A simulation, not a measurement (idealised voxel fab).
process module | voxel fin reveal
cross-section cut | 155 nm wide | cells 5 nm
A cross-section is a grid of square cells, given in bands from the top down. A band is one or more rows of cells.
Each band's line starts with the height of the band's top and of its bottom, in nm. Then come its materials from left to right, each with its width in nm. One material with "throughout" fills the band from edge to edge. "air" is empty space.
Height 0 is the level under which the wafer as received is all one material. The lowest band goes on downwards, as in "0 down".
A width such as "30 to 40" changes by the same amount from each row of cells to the next, from the band's top row to its bottom row.
"no change" after a step means that no cell of the cross-section changed.
closed voids: empty space of 8 cells or more with no open way to the top, each as width x height at its distance from the left edge, in nm
after a step's settings: what the simulator itself notes on the step
overlay nm, on a step with a mask: how far to the right of its planned place the mask lay; to the left if negative
plan
1 op RECEIVE | material Si
2 op CONFORMAL_DEP | material SiN | thk nm 10
3 op MASKED_ETCH | tone cover | mask id FINS | width nm 15 | pitch nm 35 | etch materials SiN | depth nm 10 | overlay nm 0
4 op MASKED_ETCH | tone cover | mask id FINS | width nm 15 | pitch nm 35 | etch materials Si | depth nm 30 | overlay nm 0
5 op OXIDIZE | depth nm 5
6 op FILL_DEP | material SiO2 | thk nm 15
7 op CMP | height nm 10
8 op SELECTIVE_ETCH | etch materials SiO2 | depth nm 25
9 op STRIP | etch materials SiN
as received, after step 1
  0 down: Si throughout
  closed voids: none
a wafer at the end: this start, this plan, one mistake
  0 to -35: air 40 | Si 5 | air 30 | Si 5 | air 30 | Si 5 | air 40
  -35 down: Si throughout
  closed voids: none
what went wrong: step 8 was run twice
